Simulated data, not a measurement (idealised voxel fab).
Process module, titled voxel self aligned vias
Each square cell in cross-section cut measures 5 nm, and the section as a whole is 210 nm wide.
Bands, listed from the top down, are how a cross-section gets written in this document; the cross-section itself is a grid of square cells, and a band is one or more rows of them. A band entry consists of two parts. The first gives the height of the band's top and the height of its bottom, in nm. The rest lists the band's materials from left to right, each with its width in nm. A single material labelled with the word "edge to edge" fills the band from edge to edge, and the word "empty" marks empty space. Convention: height 0 is the level below which the wafer, as received, is all one material. The lowest band does not terminate at the bottom but continues downward, represented as "0 down". Note: "30..40" means the width goes from the first number (top row of the band) to the second number (bottom row) in equal steps per row of cells. It should be understood that the words "remained unchanged", when stated for a given step, signify that the cross-section underwent no change in any of its cells during that step. What "Enclosed void inventory" gives you is every empty space of 8 cells or more that is cut off from the top. Each appears as width x height at distance, with the distance taken from the left edge and width, height and distance all in nm. It should be noted that, on the line of a given step, the content following the step's settings is a remark produced by the simulator itself with respect to that step. When a step includes a mask, the "overlay nm" setting on its line states how far to the right of its planned place that mask lay, and negative values state how far to the left.
Planned step list for the process
| 1 | op RECEIVE | material Si |
| 2 | op CONFORMAL_DEP | material SiO2 | thk nm 15 |
| 3 | op CONFORMAL_DEP | material SiCN | thk nm 5 |
| 4 | op DIRECTIONAL_DEP | material SiO2 | thk nm 25 |
| 5 | op PATTERN | tone open | mask id LINES | material resist | width nm 20 | pitch nm 60 | thk nm 15 | overlay nm 0 |
| 6 | op DIRECTIONAL_ETCH | etch materials SiO2 | depth nm 25 |
| 7 | op STRIP | etch materials resist |
| 8 | op CONFORMAL_DEP | material TiN | thk nm 5 |
| 9 | op FILL_DEP | material Ru | thk nm 5 |
| 10 | op CMP | height nm 45 |
| 11 | op SELECTIVE_ETCH | etch materials W Ru TiN | depth nm 10 |
| 12 | op FILL_DEP | material SiN | thk nm 5 |
| 13 | op CMP | height nm 45 |
| 14 | op DIRECTIONAL_DEP | material SiO2 | thk nm 20 |
| 15 | op DIRECTIONAL_DEP | material aC | thk nm 10 |
| 16 | op PATTERN | tone open | mask id VIAS | material resist | width nm 30 | thk nm 30 | overlay nm 0 |
| 17 | op DIRECTIONAL_ETCH | etch materials aC | depth nm 10 |
| 18 | op STRIP | etch materials resist |
| 19 | op DIRECTIONAL_ETCH | etch materials SiO2 | depth nm 20 |
| 20 | op DIRECTIONAL_ETCH | etch materials SiN | depth nm 10 |
| 21 | op STRIP | etch materials aC |
| 22 | op CONFORMAL_DEP | material TiN | thk nm 5 |
| 23 | op FILL_DEP | material Cu | thk nm 5 |
| 24 | op CMP | height nm 65 |
| 25 | op CONFORMAL_DEP | material SiCN | thk nm 5 |
Cross-section, incoming material, after step 1
  0 down | Si edge to edge
  Enclosed void inventory: none
First of two wafers, end-of-module section, run followed plan
  70 to 65 | SiCN edge to edge
  65 to 50 | 60 nm SiO2; 5 nm TiN; 20 nm Cu; 5 nm TiN; 120 nm SiO2
  50 to 45 | 60 nm SiO2; 10 nm TiN; 10 nm Cu; 10 nm TiN; 120 nm SiO2
  45 to 40 | 65 nm SiO2; 5 nm TiN; 10 nm Cu; 5 nm TiN; 40 nm SiO2; 20 nm SiN; 65 nm SiO2
  40 to 35 | 65 nm SiO2; 20 nm TiN; 40 nm SiO2; 20 nm SiN; 65 nm SiO2
  35 to 25 | 65 nm SiO2; 5 nm TiN; 10 nm Ru; 5 nm TiN; 40 nm SiO2; 5 nm TiN; 10 nm Ru; 5 nm TiN; 65 nm SiO2
  25 to 20 | 65 nm SiO2; 20 nm TiN; 40 nm SiO2; 20 nm TiN; 65 nm SiO2
  20 to 15 | SiCN edge to edge
  15 to 0 | SiO2 edge to edge
  0 down | Si edge to edge
  Enclosed void inventory: none
The second wafer, shown in cross-section after the module: started the same way as the first and given the same plan, yet one mistake crept into how it was run
  70 to 65 | SiCN edge to edge
  65 to 45 | 60 nm SiO2; 5 nm TiN; 20 nm Cu; 5 nm TiN; 120 nm SiO2
  45 to 40 | 60 nm SiN; 10 nm TiN; 10 nm Cu; 10 nm TiN; 120 nm SiN
  40 to 35 | 65 nm SiO2; 20 nm TiN; 40 nm SiO2; 20 nm SiN; 65 nm SiO2
  35 to 25 | 65 nm SiO2; 5 nm TiN; 10 nm Ru; 5 nm TiN; 40 nm SiO2; 5 nm TiN; 10 nm Ru; 5 nm TiN; 65 nm SiO2
  25 to 20 | 65 nm SiO2; 20 nm TiN; 40 nm SiO2; 20 nm TiN; 65 nm SiO2
  20 to 15 | SiCN edge to edge
  15 to 0 | SiO2 edge to edge
  0 down | Si edge to edge
  Enclosed void inventory: none
What was the processing mistake? step 4 was run on a setting that differed from the plan, and what really ran there is op DIRECTIONAL_DEP | material SiO2 | thk nm 20
Materials where the second wafer ends with more or fewer cells than the first: Cu: 2 more | SiN: 32 more | SiO2: 34 fewer
